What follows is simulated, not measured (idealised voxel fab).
Process module name: voxel transistor to metal
Displayed cross-section: cut, width of 295 nm, square cells sized 5 nm.
Cross-section = grid of square cells, listed top down in bands; band = one or more rows.
First you get the band's top height and its bottom height, in nm, and then the materials it's made of, left to right, with each width in nm. If you see a single material with "full width", that one covers the band edge to edge. "air" is empty space.
Zero point of the height axis is 0; under it, received wafer = one material. Lowest band: continues down indefinitely, "0 -> down".
Think of "30 to 40" as a width that walks from the first number to the second as you go down the band, top row to bottom row, taking equal-sized steps from row to row.
Where the words "no modifications" appear for a step, the cross-section shows no cell changed by that step; every cell remained as before.
"Sealed internal cavities" specifies each empty space that is not open to the top and that occupies no fewer than 8 cells, using the form width x height at distance, the distance measured from the left edge and all three quantities in nm.
What comes after the settings on a step's line is commentary from the simulator itself on that step.
On any step carrying a mask, the "overlay nm" setting, if present on the step's line, tells how far right of its planned place the mask lay; negative values point to the left.

## Process steps (planned)
- 1: RECEIVE: material Si
- 2: OXIDIZE: depth nm 5
- 3: CONFORMAL_DEP: material SiN, thk nm 10
- 4: MASKED_ETCH: tone cover, mask id ACTIVE, width nm 90, pitch nm 110, etch materials SiN, depth nm 10, overlay nm 0
- 5: MASKED_ETCH: tone cover, mask id ACTIVE, width nm 90, pitch nm 110, etch materials SiO2, depth nm 5, overlay nm 0
- 6: MASKED_ETCH: tone cover, mask id ACTIVE, width nm 90, pitch nm 110, etch materials Si, depth nm 25, overlay nm 0
- 7: FILL_DEP: material SiO2, thk nm 15
- 8: CMP: height nm 10
- 9: SELECTIVE_ETCH: etch materials SiO2, depth nm 10
- 10: STRIP: etch materials SiN
- 11: SELECTIVE_ETCH: etch materials SiO2, depth nm 5
- 12: OXIDIZE: depth nm 5
- 13: DIRECTIONAL_DEP: material polySi, thk nm 25
- 14: DIRECTIONAL_DEP: material SiCN, thk nm 10
- 15: MASKED_ETCH: tone cover, mask id GATE, width nm 20, pitch nm 110, etch materials SiCN, depth nm 20, overlay nm 0
- 16: MASKED_ETCH: tone cover, mask id GATE, width nm 20, pitch nm 110, etch materials polySi, depth nm 35, overlay nm 0
- 17: CONFORMAL_DEP: material SiO2, thk nm 5
- 18: DIRECTIONAL_ETCH: etch materials SiO2, depth nm 5
- 19: CONFORMAL_DEP: material SiN, thk nm 10
- 20: DIRECTIONAL_ETCH: etch materials SiN, depth nm 10
- 21: DIRECTIONAL_ETCH: etch materials SiO2, depth nm 5
- 22: DIRECTIONAL_ETCH: etch materials Si, depth nm 5
- 23: EPI: material SiGe, thk nm 10
- 24: FILL_DEP: material SiO2, thk nm 5
- 25: CMP: height nm 30
- 26: DIRECTIONAL_DEP: material SiO2, thk nm 10
- 27: PATTERN: tone open, mask id CONTACT, material resist, width nm 15, thk nm 20, overlay nm 0
- 28: DIRECTIONAL_ETCH: etch materials SiO2, depth nm 45
- 29: STRIP: etch materials resist
- 30: CONFORMAL_DEP: material TiN, thk nm 5
- 31: FILL_DEP: material W, thk nm 5
- 32: CMP: height nm 40
- 33: DIRECTIONAL_DEP: material TiN, thk nm 5
- 34: DIRECTIONAL_DEP: material Ru, thk nm 25
- 35: MASKED_ETCH: tone cover, mask id METAL_1, width nm 15, etch materials Ru, depth nm 25, overlay nm 0
- 36: MASKED_ETCH: tone cover, mask id METAL_1, width nm 15, etch materials TiN, depth nm 5, overlay nm 0
- 37: FILL_DEP: material SiO2, thk nm 5
- 38: CMP: height nm 70
- 39: CONFORMAL_DEP: material SiCN, thk nm 5
- 40: DIRECTIONAL_DEP: material SiO2, thk nm 30
- 41: DIRECTIONAL_DEP: material aC, thk nm 10
- 42: PATTERN: tone open, mask id METAL_2, material resist, width nm 15, pitch nm 110, thk nm 25, overlay nm 0
- 43: DIRECTIONAL_ETCH: etch materials aC, depth nm 10
- 44: STRIP: etch materials resist
- 45: DIRECTIONAL_ETCH: etch materials SiO2, depth nm 15
- 46: STRIP: etch materials aC
- 47: MASKED_ETCH: tone open, mask id METAL_2_HOLES, width nm 15, pitch nm 110, etch materials SiO2, depth nm 15, overlay nm 0
- 48: MASKED_ETCH: tone open, mask id METAL_2_HOLES, width nm 15, pitch nm 110, etch materials SiCN, depth nm 5, overlay nm 0
- 49: CONFORMAL_DEP: material TiN, thk nm 5
- 50: FILL_DEP: material Ru, thk nm 10
- 51: CMP: height nm 105
- 52: CONFORMAL_DEP: material SiN, thk nm 5

## Cross-section of the wafer at receipt, which is the condition after step 1
> 0 -> down | Si full width
> Sealed internal cavities: none

## End-of-module XS, first of two wafers, run as planned
> 110 -> 105 | SiN full width
> 105 -> 75 | SiO2 50 / TiN 5 / Ru 5 / TiN 5 / SiO2 95 / TiN 5 / Ru 5 / TiN 5 / SiO2 120
> 75 -> 70 | SiCN 50 / TiN 15 / SiCN 95 / TiN 15 / SiCN 120
> 70 -> 45 | SiO2 50 / Ru 15 / SiO2 50 / Ru 15 / SiO2 30 / Ru 15 / SiO2 50 / Ru 15 / SiO2 55
> 45 -> 40 | SiO2 50 / TiN 15 / SiO2 50 / TiN 15 / SiO2 30 / TiN 15 / SiO2 50 / TiN 15 / SiO2 55
> 40 -> 30 | SiO2 50 / TiN 5 / W 5 / TiN 5 / SiO2 50 / TiN 5 / W 5 / TiN 5 / SiO2 30 / TiN 5 / W 5 / TiN 5 / SiO2 50 / TiN 5 / W 5 / TiN 5 / SiO2 55
> 30 -> 20 | SiO2 50 / TiN 5 / W 5 / TiN 5 / SiN 10 / SiO2 5 / SiCN 20 / SiO2 5 / SiN 10 / TiN 5 / W 5 / TiN 5 / SiO2 30 / TiN 5 / W 5 / TiN 5 / SiN 10 / SiO2 5 / SiCN 20 / SiO2 5 / SiN 10 / TiN 5 / W 5 / TiN 5 / SiO2 55
> 20 -> 5 | SiO2 50 / TiN 5 / W 5 / TiN 5 / SiN 10 / SiO2 5 / polySi 20 / SiO2 5 / SiN 10 / TiN 5 / W 5 / TiN 5 / SiO2 30 / TiN 5 / W 5 / TiN 5 / SiN 10 / SiO2 5 / polySi 20 / SiO2 5 / SiN 10 / TiN 5 / W 5 / TiN 5 / SiO2 55
> 5 -> 0 | SiO2 50 / TiN 15 / SiN 10 / SiO2 5 / polySi 20 / SiO2 5 / SiN 10 / TiN 15 / SiO2 30 / TiN 15 / SiN 10 / SiO2 5 / polySi 20 / SiO2 5 / SiN 10 / TiN 15 / SiO2 55
> 0 -> -5 | SiO2 50 / TiN 5 / SiGe 10 / SiN 10 / SiO2 5 / polySi 20 / SiO2 5 / SiN 10 / SiGe 10 / TiN 5 / SiO2 30 / TiN 5 / SiGe 10 / SiN 10 / SiO2 5 / polySi 20 / SiO2 5 / SiN 10 / SiGe 10 / TiN 5 / SiO2 55
> -5 -> -10 | SiO2 40 / SiGe 25 / SiO2 50 / SiGe 25 / SiO2 10 / SiGe 25 / SiO2 50 / SiGe 25 / SiO2 45
> -10 -> -15 | SiO2 45 / SiGe 20 / Si 50 / SiGe 20 / SiO2 20 / SiGe 20 / Si 50 / SiGe 20 / SiO2 50
> -15 -> -30 | SiO2 45 / Si 90 / SiO2 20 / Si 90 / SiO2 50
> -30 -> down | Si full width
> Sealed internal cavities: none

## So this is wafer number two of the two, cut at the end of the module - it started where the first did and had the same plan, we just got one thing wrong running it
> 110 -> 105 | SiN full width
> 105 -> 75 | SiO2 50 / TiN 5 / Ru 5 / TiN 5 / SiO2 95 / TiN 5 / Ru 5 / TiN 5 / SiO2 120
> 75 -> 70 | SiCN 50 / TiN 15 / SiCN 95 / TiN 15 / SiCN 120
> 70 -> 45 | SiO2 45 / Ru 25 / SiO2 40 / Ru 25 / SiO2 20 / Ru 25 / SiO2 40 / Ru 25 / SiO2 50
> 45 -> 40 | SiO2 45 / TiN 25 / SiO2 40 / TiN 25 / SiO2 20 / TiN 25 / SiO2 40 / TiN 25 / SiO2 50
> 40 -> 30 | SiO2 50 / TiN 5 / W 5 / TiN 5 / SiO2 50 / TiN 5 / W 5 / TiN 5 / SiO2 30 / TiN 5 / W 5 / TiN 5 / SiO2 50 / TiN 5 / W 5 / TiN 5 / SiO2 55
> 30 -> 20 | SiO2 50 / TiN 5 / W 5 / TiN 5 / SiN 10 / SiO2 5 / SiCN 20 / SiO2 5 / SiN 10 / TiN 5 / W 5 / TiN 5 / SiO2 30 / TiN 5 / W 5 / TiN 5 / SiN 10 / SiO2 5 / SiCN 20 / SiO2 5 / SiN 10 / TiN 5 / W 5 / TiN 5 / SiO2 55
> 20 -> 5 | SiO2 50 / TiN 5 / W 5 / TiN 5 / SiN 10 / SiO2 5 / polySi 20 / SiO2 5 / SiN 10 / TiN 5 / W 5 / TiN 5 / SiO2 30 / TiN 5 / W 5 / TiN 5 / SiN 10 / SiO2 5 / polySi 20 / SiO2 5 / SiN 10 / TiN 5 / W 5 / TiN 5 / SiO2 55
> 5 -> 0 | SiO2 50 / TiN 15 / SiN 10 / SiO2 5 / polySi 20 / SiO2 5 / SiN 10 / TiN 15 / SiO2 30 / TiN 15 / SiN 10 / SiO2 5 / polySi 20 / SiO2 5 / SiN 10 / TiN 15 / SiO2 55
> 0 -> -5 | SiO2 50 / TiN 5 / SiGe 10 / SiN 10 / SiO2 5 / polySi 20 / SiO2 5 / SiN 10 / SiGe 10 / TiN 5 / SiO2 30 / TiN 5 / SiGe 10 / SiN 10 / SiO2 5 / polySi 20 / SiO2 5 / SiN 10 / SiGe 10 / TiN 5 / SiO2 55
> -5 -> -10 | SiO2 40 / SiGe 25 / SiO2 50 / SiGe 25 / SiO2 10 / SiGe 25 / SiO2 50 / SiGe 25 / SiO2 45
> -10 -> -15 | SiO2 45 / SiGe 20 / Si 50 / SiGe 20 / SiO2 20 / SiGe 20 / Si 50 / SiGe 20 / SiO2 50
> -15 -> -30 | SiO2 45 / Si 90 / SiO2 20 / Si 90 / SiO2 50
> -30 -> down | Si full width
> Sealed internal cavities: none
Plan not followed: it should be noted that step 35 was executed with settings other than those planned, the operation and settings actually applied being MASKED_ETCH: tone cover, mask id METAL_1, width nm 25, etch materials Ru, depth nm 25, overlay nm 0
In the final state, the cell counts of the second wafer exceed or fall short of those of the first for the following materials: +40 Ru, -48 SiO2, +8 TiN
